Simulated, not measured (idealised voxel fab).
voxel wiring stack: a process module
Section shown: cut. Width: 250 nm. Cell size: 5 nm, square.
Just so we're on the same page, the cross-sections are grids of square cells, and they're listed out in bands top to bottom, each band one or more rows deep. Within each band entry, the heights of the top and of the bottom of the band appear first, in that order and in nm; the materials of the band then follow from left to right, each with its corresponding width in nm. The designation "everywhere" on a single material indicates that it fills the band from edge to edge; the designation "air" indicates empty space. Counting heights begins at 0, where everything beneath is, in the wafer as received, one material. The lowest band has no bottom; it goes on downwards, as "z 0 and below" shows. Per-row width for "30 to 40": begins at first number (top row of band), ends at second number (bottom row), increment between rows held constant. What does "remains unaltered" mean for a step? It means no cell of the cross-section changed in that step. Under "closed voids" you'll find the enclosed gaps, the ones with no way out to the top, that are 8 cells or bigger; each reads width x height at distance, with distance counted from the left edge, everything in nm. Past the settings on a step's line: simulator remark, on that step. overlay nm: mask offset rightward from planned place, masked step; negative means leftward offset.
### Process steps foreseen in the plan
1 RECEIVE, material Si
2 CONFORMAL_DEP, material SiO2, thk nm 15
3 CONFORMAL_DEP, material SiN, thk nm 5
4 DIRECTIONAL_DEP, material lowk, thk nm 20
5 MASKED_ETCH, tone open, mask id METAL_1, width nm 30, pitch nm 60, etch materials lowk, depth nm 20, overlay nm 0
6 MASKED_ETCH, tone open, mask id METAL_1, width nm 30, pitch nm 60, etch materials SiN, depth nm 5, overlay nm 0
7 CONFORMAL_DEP, material TiN, thk nm 5
8 FILL_DEP, material Cu, thk nm 10
9 CMP, height nm 40
10 CONFORMAL_DEP, material SiCN, thk nm 5
11 DIRECTIONAL_DEP, material lowk, thk nm 20
12 PATTERN, tone open, mask id PLUG_1, material resist, width nm 15, pitch nm 60, thk nm 15, overlay nm 0
13 DIRECTIONAL_ETCH, etch materials lowk, depth nm 20
14 DIRECTIONAL_ETCH, etch materials SiCN, depth nm 5
15 STRIP, etch materials resist
16 CONFORMAL_DEP, material TiN, thk nm 5
17 FILL_DEP, material Ru, thk nm 5
18 CMP, height nm 65
19 CONFORMAL_DEP, material SiN, thk nm 5
20 DIRECTIONAL_DEP, material SiO2, thk nm 15
21 DIRECTIONAL_DEP, material aC, thk nm 15
22 PATTERN, tone open, mask id METAL_2, material resist, width nm 30, pitch nm 60, thk nm 35, overlay nm 0
23 DIRECTIONAL_ETCH, etch materials aC, depth nm 15
24 STRIP, etch materials resist
25 DIRECTIONAL_ETCH, etch materials SiO2, depth nm 15
26 DIRECTIONAL_ETCH, etch materials SiN, depth nm 5
27 STRIP, etch materials aC
28 CONFORMAL_DEP, material TiN, thk nm 5
29 FILL_DEP, material Cu, thk nm 5
30 CMP, height nm 85
31 CONFORMAL_DEP, material SiN, thk nm 5
### First wafer, two in total, run as planned
### Cross-section of the incoming wafer, state after step 1
    z 0 and below = Si everywhere
    closed voids: none
### Sectional view: wafer, after step 2
    z 15 to 0 = SiO2 everywhere
    Lower than 0, everything is as it was.
### Sectional view: wafer, after step 3
    z 20 to 15 = SiN everywhere
    Lower than 15, everything is as it was.
### Sectional view: wafer, after step 4
    z 40 to 20 = lowk everywhere
    Lower than 20, everything is as it was.
### Sectional view: wafer, after step 5
    z 40 to 20 = lowk (50), air (30), lowk (30), air (30), lowk (30), air (30), lowk (50)
    Lower than 20, everything is as it was.
### Sectional view: wafer, after step 6
    z 40 to 20 = lowk (50), air (30), lowk (30), air (30), lowk (30), air (30), lowk (50)
    z 20 to 15 = SiN (50), air (30), SiN (30), air (30), SiN (30), air (30), SiN (50)
    Lower than 15, everything is as it was.
### Sectional view: wafer, after step 7
    z 45 to 40 = TiN (55), air (20), TiN (40), air (20), TiN (40), air (20), TiN (55)
    z 40 to 20 = lowk (50), TiN (5), air (20), TiN (5), lowk (30), TiN (5), air (20), TiN (5), lowk (30), TiN (5), air (20), TiN (5), lowk (50)
    z 20 to 15 = SiN (50), TiN (30), SiN (30), TiN (30), SiN (30), TiN (30), SiN (50)
    Lower than 15, everything is as it was.
### Sectional view: wafer, after step 8
    z 55 to 45 = Cu everywhere
    z 45 to 40 = TiN (55), Cu (20), TiN (40), Cu (20), TiN (40), Cu (20), TiN (55)
    z 40 to 20 = lowk (50), TiN (5), Cu (20), TiN (5), lowk (30), TiN (5), Cu (20), TiN (5), lowk (30), TiN (5), Cu (20), TiN (5), lowk (50)
    Lower than 20, everything is as it was.
### Sectional view: wafer, after step 9
    z 40 to 20 = lowk (50), TiN (5), Cu (20), TiN (5), lowk (30), TiN (5), Cu (20), TiN (5), lowk (30), TiN (5), Cu (20), TiN (5), lowk (50)
    Lower than 20, everything is as it was.
### Sectional view: wafer, after step 10
    z 45 to 40 = SiCN everywhere
    Lower than 40, everything is as it was.
### Sectional view: wafer, after step 11
    z 65 to 45 = lowk everywhere
    Lower than 45, everything is as it was.
### Sectional view: wafer, after step 12
    z 80 to 65 = resist (50), air (15), resist (45), air (15), resist (45), air (15), resist (65)
    Lower than 65, everything is as it was.
### Sectional view: wafer, after step 13
    z 80 to 65 = resist (50), air (15), resist (45), air (15), resist (45), air (15), resist (65)
    z 65 to 45 = lowk (50), air (15), lowk (45), air (15), lowk (45), air (15), lowk (65)
    Lower than 45, everything is as it was.
### Sectional view: wafer, after step 14
    z 80 to 65 = resist (50), air (15), resist (45), air (15), resist (45), air (15), resist (65)
    z 65 to 45 = lowk (50), air (15), lowk (45), air (15), lowk (45), air (15), lowk (65)
    z 45 to 40 = SiCN (50), air (15), SiCN (45), air (15), SiCN (45), air (15), SiCN (65)
    Lower than 40, everything is as it was.
### Sectional view: wafer, after step 15
    z 65 to 45 = lowk (50), air (15), lowk (45), air (15), lowk (45), air (15), lowk (65)
    Lower than 45, everything is as it was.
### Sectional view: wafer, after step 16
    z 70 to 65 = TiN (55), air (5), TiN (55), air (5), TiN (55), air (5), TiN (70)
    z 65 to 45 = lowk (50), TiN (5), air (5), TiN (5), lowk (45), TiN (5), air (5), TiN (5), lowk (45), TiN (5), air (5), TiN (5), lowk (65)
    z 45 to 40 = SiCN (50), TiN (15), SiCN (45), TiN (15), SiCN (45), TiN (15), SiCN (65)
    Lower than 40, everything is as it was.
### Sectional view: wafer, after step 17
    z 75 to 70 = Ru everywhere
    z 70 to 65 = TiN (55), Ru (5), TiN (55), Ru (5), TiN (55), Ru (5), TiN (70)
    z 65 to 45 = lowk (50), TiN (5), Ru (5), TiN (5), lowk (45), TiN (5), Ru (5), TiN (5), lowk (45), TiN (5), Ru (5), TiN (5), lowk (65)
    Lower than 45, everything is as it was.
### Sectional view: wafer, after step 18
    z 65 to 45 = lowk (50), TiN (5), Ru (5), TiN (5), lowk (45), TiN (5), Ru (5), TiN (5), lowk (45), TiN (5), Ru (5), TiN (5), lowk (65)
    Lower than 45, everything is as it was.
### Sectional view: wafer, after step 19
    z 70 to 65 = SiN everywhere
    Lower than 65, everything is as it was.
### Sectional view: wafer, after step 20
    z 85 to 70 = SiO2 everywhere
    Lower than 70, everything is as it was.
### Sectional view: wafer, after step 21
    z 100 to 85 = aC everywhere
    Lower than 85, everything is as it was.
### Sectional view: wafer, after step 22
    z 135 to 100 = resist (50), air (30), resist (30), air (30), resist (30), air (30), resist (50)
    Lower than 100, everything is as it was.
### Sectional view: wafer, after step 23
    z 120 to 100 = resist (50), air (30), resist (30), air (30), resist (30), air (30), resist (50)
    z 100 to 85 = aC (50), air (30), aC (30), air (30), aC (30), air (30), aC (50)
    Lower than 85, everything is as it was.
### Sectional view: wafer, after step 24
    z 100 to 85 = aC (50), air (30), aC (30), air (30), aC (30), air (30), aC (50)
    Lower than 85, everything is as it was.
### Sectional view: wafer, after step 25
    z 100 to 85 = aC (50), air (30), aC (30), air (30), aC (30), air (30), aC (50)
    z 85 to 70 = SiO2 (50), air (30), SiO2 (30), air (30), SiO2 (30), air (30), SiO2 (50)
    Lower than 70, everything is as it was.
### Sectional view: wafer, after step 26
    z 100 to 85 = aC (50), air (30), aC (30), air (30), aC (30), air (30), aC (50)
    z 85 to 70 = SiO2 (50), air (30), SiO2 (30), air (30), SiO2 (30), air (30), SiO2 (50)
    z 70 to 65 = SiN (50), air (30), SiN (30), air (30), SiN (30), air (30), SiN (50)
    Lower than 65, everything is as it was.
### Sectional view: wafer, after step 27
    z 85 to 70 = SiO2 (50), air (30), SiO2 (30), air (30), SiO2 (30), air (30), SiO2 (50)
    Lower than 70, everything is as it was.
### Sectional view: wafer, after step 28
    z 90 to 85 = TiN (55), air (20), TiN (40), air (20), TiN (40), air (20), TiN (55)
    z 85 to 70 = SiO2 (50), TiN (5), air (20), TiN (5), SiO2 (30), TiN (5), air (20), TiN (5), SiO2 (30), TiN (5), air (20), TiN (5), SiO2 (50)
    z 70 to 65 = SiN (50), TiN (30), SiN (30), TiN (30), SiN (30), TiN (30), SiN (50)
    Lower than 65, everything is as it was.
### Sectional view: wafer, after step 29
    z 95 to 90 = Cu everywhere
    z 90 to 85 = TiN (55), Cu (20), TiN (40), Cu (20), TiN (40), Cu (20), TiN (55)
    z 85 to 70 = SiO2 (50), TiN (5), Cu (20), TiN (5), SiO2 (30), TiN (5), Cu (20), TiN (5), SiO2 (30), TiN (5), Cu (20), TiN (5), SiO2 (50)
    Lower than 70, everything is as it was.
### Sectional view: wafer, after step 30
    z 85 to 70 = SiO2 (50), TiN (5), Cu (20), TiN (5), SiO2 (30), TiN (5), Cu (20), TiN (5), SiO2 (30), TiN (5), Cu (20), TiN (5), SiO2 (50)
    Lower than 70, everything is as it was.
### Sectional view: wafer, after step 31
    z 90 to 85 = SiN everywhere
    Lower than 85, everything is as it was.
### The remaining wafer, second of the two, started like the first and was run to the same plan, except that one mistake was made along the way; the two coincide through step 4, inclusive
### Second wafer: cross-section at the scheduled end of step 5
    z 40 to 20 = lowk (40), air (30), lowk (30), air (30), lowk (30), air (30), lowk (60)
    Lower than 20, everything is as it was.
### Second wafer: cross-section at the scheduled end of step 6
    z 40 to 20 = lowk (40), air (30), lowk (30), air (30), lowk (30), air (30), lowk (60)
    z 20 to 15 = SiN (50), air (20), SiN (40), air (20), SiN (40), air (20), SiN (60)
    Lower than 15, everything is as it was.
### Second wafer: cross-section at the scheduled end of step 7
    z 45 to 40 = TiN (45), air (20), TiN (40), air (20), TiN (40), air (20), TiN (65)
    z 40 to 25 = lowk (40), TiN (5), air (20), TiN (5), lowk (30), TiN (5), air (20), TiN (5), lowk (30), TiN (5), air (20), TiN (5), lowk (60)
    z 25 to 20 = lowk (40), TiN (15), air (10), TiN (5), lowk (30), TiN (15), air (10), TiN (5), lowk (30), TiN (15), air (10), TiN (5), lowk (60)
    z 20 to 15 = SiN (50), TiN (20), SiN (40), TiN (20), SiN (40), TiN (20), SiN (60)
    Lower than 15, everything is as it was.
### Second wafer: cross-section at the scheduled end of step 8
    z 55 to 45 = Cu everywhere
    z 45 to 40 = TiN (45), Cu (20), TiN (40), Cu (20), TiN (40), Cu (20), TiN (65)
    z 40 to 25 = lowk (40), TiN (5), Cu (20), TiN (5), lowk (30), TiN (5), Cu (20), TiN (5), lowk (30), TiN (5), Cu (20), TiN (5), lowk (60)
    z 25 to 20 = lowk (40), TiN (15), Cu (10), TiN (5), lowk (30), TiN (15), Cu (10), TiN (5), lowk (30), TiN (15), Cu (10), TiN (5), lowk (60)
    Lower than 20, everything is as it was.
### Second wafer: cross-section at the scheduled end of step 9
    z 40 to 25 = lowk (40), TiN (5), Cu (20), TiN (5), lowk (30), TiN (5), Cu (20), TiN (5), lowk (30), TiN (5), Cu (20), TiN (5), lowk (60)
    Lower than 25, everything is as it was.
### Second wafer: cross-section at the scheduled end of step 10
    z 45 to 40 = SiCN everywhere
    Lower than 40, everything is as it was.
### Second wafer: cross-section at the scheduled end of step 11
    z 65 to 45 = lowk everywhere
    Lower than 45, everything is as it was.
### Second wafer: cross-section at the scheduled end of step 12
    z 80 to 65 = resist (50), air (15), resist (45), air (15), resist (45), air (15), resist (65)
    Lower than 65, everything is as it was.
### Second wafer: cross-section at the scheduled end of step 13
    z 80 to 65 = resist (50), air (15), resist (45), air (15), resist (45), air (15), resist (65)
    z 65 to 45 = lowk (50), air (15), lowk (45), air (15), lowk (45), air (15), lowk (65)
    Lower than 45, everything is as it was.
### Second wafer: cross-section at the scheduled end of step 14
    z 80 to 65 = resist (50), air (15), resist (45), air (15), resist (45), air (15), resist (65)
    z 65 to 45 = lowk (50), air (15), lowk (45), air (15), lowk (45), air (15), lowk (65)
    z 45 to 40 = SiCN (50), air (15), SiCN (45), air (15), SiCN (45), air (15), SiCN (65)
    Lower than 40, everything is as it was.
### Second wafer: cross-section at the scheduled end of step 15
    z 65 to 45 = lowk (50), air (15), lowk (45), air (15), lowk (45), air (15), lowk (65)
    Lower than 45, everything is as it was.
### Second wafer: cross-section at the scheduled end of step 16
    z 70 to 65 = TiN (55), air (5), TiN (55), air (5), TiN (55), air (5), TiN (70)
    z 65 to 45 = lowk (50), TiN (5), air (5), TiN (5), lowk (45), TiN (5), air (5), TiN (5), lowk (45), TiN (5), air (5), TiN (5), lowk (65)
    z 45 to 40 = SiCN (50), TiN (15), SiCN (45), TiN (15), SiCN (45), TiN (15), SiCN (65)
    Lower than 40, everything is as it was.
### Second wafer: cross-section at the scheduled end of step 17
    z 75 to 70 = Ru everywhere
    z 70 to 65 = TiN (55), Ru (5), TiN (55), Ru (5), TiN (55), Ru (5), TiN (70)
    z 65 to 45 = lowk (50), TiN (5), Ru (5), TiN (5), lowk (45), TiN (5), Ru (5), TiN (5), lowk (45), TiN (5), Ru (5), TiN (5), lowk (65)
    Lower than 45, everything is as it was.
### Second wafer: cross-section at the scheduled end of step 18
    z 65 to 45 = lowk (50), TiN (5), Ru (5), TiN (5), lowk (45), TiN (5), Ru (5), TiN (5), lowk (45), TiN (5), Ru (5), TiN (5), lowk (65)
    Lower than 45, everything is as it was.
### Second wafer: cross-section at the scheduled end of step 19
    z 70 to 65 = SiN everywhere
    Lower than 65, everything is as it was.
### Second wafer: cross-section at the scheduled end of step 20
    z 85 to 70 = SiO2 everywhere
    Lower than 70, everything is as it was.
### Second wafer: cross-section at the scheduled end of step 21
    z 100 to 85 = aC everywhere
    Lower than 85, everything is as it was.
### Second wafer: cross-section at the scheduled end of step 22
    z 135 to 100 = resist (50), air (30), resist (30), air (30), resist (30), air (30), resist (50)
    Lower than 100, everything is as it was.
### Second wafer: cross-section at the scheduled end of step 23
    z 120 to 100 = resist (50), air (30), resist (30), air (30), resist (30), air (30), resist (50)
    z 100 to 85 = aC (50), air (30), aC (30), air (30), aC (30), air (30), aC (50)
    Lower than 85, everything is as it was.
### Second wafer: cross-section at the scheduled end of step 24
    z 100 to 85 = aC (50), air (30), aC (30), air (30), aC (30), air (30), aC (50)
    Lower than 85, everything is as it was.
### Second wafer: cross-section at the scheduled end of step 25
    z 100 to 85 = aC (50), air (30), aC (30), air (30), aC (30), air (30), aC (50)
    z 85 to 70 = SiO2 (50), air (30), SiO2 (30), air (30), SiO2 (30), air (30), SiO2 (50)
    Lower than 70, everything is as it was.
### Second wafer: cross-section at the scheduled end of step 26
    z 100 to 85 = aC (50), air (30), aC (30), air (30), aC (30), air (30), aC (50)
    z 85 to 70 = SiO2 (50), air (30), SiO2 (30), air (30), SiO2 (30), air (30), SiO2 (50)
    z 70 to 65 = SiN (50), air (30), SiN (30), air (30), SiN (30), air (30), SiN (50)
    Lower than 65, everything is as it was.
### Second wafer: cross-section at the scheduled end of step 27
    z 85 to 70 = SiO2 (50), air (30), SiO2 (30), air (30), SiO2 (30), air (30), SiO2 (50)
    Lower than 70, everything is as it was.
### Second wafer: cross-section at the scheduled end of step 28
    z 90 to 85 = TiN (55), air (20), TiN (40), air (20), TiN (40), air (20), TiN (55)
    z 85 to 70 = SiO2 (50), TiN (5), air (20), TiN (5), SiO2 (30), TiN (5), air (20), TiN (5), SiO2 (30), TiN (5), air (20), TiN (5), SiO2 (50)
    z 70 to 65 = SiN (50), TiN (30), SiN (30), TiN (30), SiN (30), TiN (30), SiN (50)
    Lower than 65, everything is as it was.
### Second wafer: cross-section at the scheduled end of step 29
    z 95 to 90 = Cu everywhere
    z 90 to 85 = TiN (55), Cu (20), TiN (40), Cu (20), TiN (40), Cu (20), TiN (55)
    z 85 to 70 = SiO2 (50), TiN (5), Cu (20), TiN (5), SiO2 (30), TiN (5), Cu (20), TiN (5), SiO2 (30), TiN (5), Cu (20), TiN (5), SiO2 (50)
    Lower than 70, everything is as it was.
### Second wafer: cross-section at the scheduled end of step 30
    z 85 to 70 = SiO2 (50), TiN (5), Cu (20), TiN (5), SiO2 (30), TiN (5), Cu (20), TiN (5), SiO2 (30), TiN (5), Cu (20), TiN (5), SiO2 (50)
    Lower than 70, everything is as it was.
### Second wafer: cross-section at the scheduled end of step 31
    z 90 to 85 = SiN everywhere
    Lower than 85, everything is as it was.
What was done differently from what was planned? planned and actual differ for step 5; actual: MASKED_ETCH, tone open, mask id METAL_1, width nm 30, pitch nm 60, etch materials lowk, depth nm 20, overlay nm -10
Wrapping up, a cell-based count of both wafers puts the second over or under the first for these materials: -6 Cu, +6 SiN
